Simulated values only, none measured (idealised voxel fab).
Process module heading - voxel self aligned contacts
The width of the displayed cross-section, cut, is 250 nm; its cells are square, with a size of 5 nm.
Think of the cross-section as a grid of square cells. We describe it in bands, top to bottom, and each band covers one or more rows of those cells.
A band entry consists of two parts. The first gives the height of the band's top and the height of its bottom, in nm. The rest lists the band's materials from left to right, each with its width in nm. A single material labelled with the word "throughout" fills the band from edge to edge, and the word "empty" marks empty space.
Beneath 0, the wafer as received is one material, and that level is where height counting begins. The lowest band goes on downward without a bottom; it is written like "0 -> down".
So if you see something like "30..40" for the width, read it as the top row of the band sitting at the first number and the bottom row at the second, with every row in between moving by the same amount as the last.
"same as before" means the step left every cell of the cross-section as it was.
So "Tabulated closed voids" is basically the list of trapped voids: any empty space of 8 cells or more that can't reach the top through an opening. They're written width x height at distance, the distance being from the left edge, and it's all nm.
Step line, after settings: the simulator's comment on this step.
overlay nm: step with mask; distance mask lay right of planned place; negative value = left of planned place.

# The process steps that were planned are listed below
1: RECEIVE [material Si]
2: OXIDIZE [depth nm 5]
3: DIRECTIONAL_DEP [material polySi] [thk nm 20]
4: DIRECTIONAL_DEP [material SiN] [thk nm 20]
5: MASKED_ETCH [tone cover] [mask id GATE] [width nm 25] [pitch nm 60] [etch materials SiN] [depth nm 20] [overlay nm 0]
6: MASKED_ETCH [tone cover] [mask id GATE] [width nm 25] [pitch nm 60] [etch materials polySi] [depth nm 20] [overlay nm 0]
7: CONFORMAL_DEP [material SiN] [thk nm 10]
8: DIRECTIONAL_ETCH [etch materials SiN] [depth nm 10]
9: FILL_DEP [material SiO2] [thk nm 10]
10: CMP [height nm 45]
11: MASKED_ETCH [tone open] [mask id CONTACT] [width nm 45] [pitch nm 60] [etch materials SiO2] [depth nm 50] [overlay nm 0]
12: CONFORMAL_DEP [material TiN] [thk nm 5]
13: FILL_DEP [material Ru] [thk nm 10]
14: CMP [height nm 45]
15: CONFORMAL_DEP [material SiCN] [thk nm 5]

# As-received wafer cross-section (after step 1)
  0 -> down | Si throughout
  Tabulated closed voids: none

# Cross-section taken at module completion on the first of two wafers; processed per the plan
  50 -> 45 | SiCN throughout
  45 -> 40 | 70 nm SiO2  20 nm TiN  5 nm Ru  20 nm TiN  15 nm SiO2  20 nm TiN  5 nm Ru  20 nm TiN  75 nm SiO2
  40 -> 20 | 40 nm SiO2  45 nm SiN  5 nm TiN  5 nm Ru  5 nm TiN  45 nm SiN  5 nm TiN  5 nm Ru  5 nm TiN  45 nm SiN  45 nm SiO2
  20 -> 0 | 40 nm SiO2  10 nm SiN  25 nm polySi  10 nm SiN  5 nm TiN  5 nm Ru  5 nm TiN  10 nm SiN  25 nm polySi  10 nm SiN  5 nm TiN  5 nm Ru  5 nm TiN  10 nm SiN  25 nm polySi  10 nm SiN  45 nm SiO2
  0 -> -5 | 85 nm SiO2  15 nm TiN  45 nm SiO2  15 nm TiN  90 nm SiO2
  -5 -> down | Si throughout
  Tabulated closed voids: none

# Cross-section at end of module for the second wafer of two, which matched the first in starting point and plan and differed by one mistake in its processing
  50 -> 45 | SiCN throughout
  45 -> 40 | 70 nm SiO2  20 nm TiN  5 nm Ru  20 nm TiN  15 nm SiO2  20 nm TiN  5 nm Ru  20 nm TiN  75 nm SiO2
  40 -> 25 | 40 nm SiO2  10 nm SiN  25 nm polySi  10 nm SiN  5 nm TiN  5 nm Ru  5 nm TiN  10 nm SiN  25 nm polySi  10 nm SiN  5 nm TiN  5 nm Ru  5 nm TiN  10 nm SiN  25 nm polySi  10 nm SiN  45 nm SiO2
  25 -> 20 | 40 nm SiO2  10 nm SiN  25 nm polySi  10 nm SiN  15 nm TiN  10 nm SiN  25 nm polySi  10 nm SiN  15 nm TiN  10 nm SiN  25 nm polySi  10 nm SiN  45 nm SiO2
  20 -> 0 | polySi throughout
  0 -> -5 | SiO2 throughout
  -5 -> down | Si throughout
  Tabulated closed voids: none
What went wrong in running the wafer? for step 4, the planned setting was not used; the step was instead run as DIRECTIONAL_DEP [material polySi] [thk nm 20]
Final wafer comparison in cells, second versus first, more or fewer per material: 10 fewer of Ru | 108 fewer of SiN | 62 fewer of SiO2 | 20 fewer of TiN | 200 more of polySi
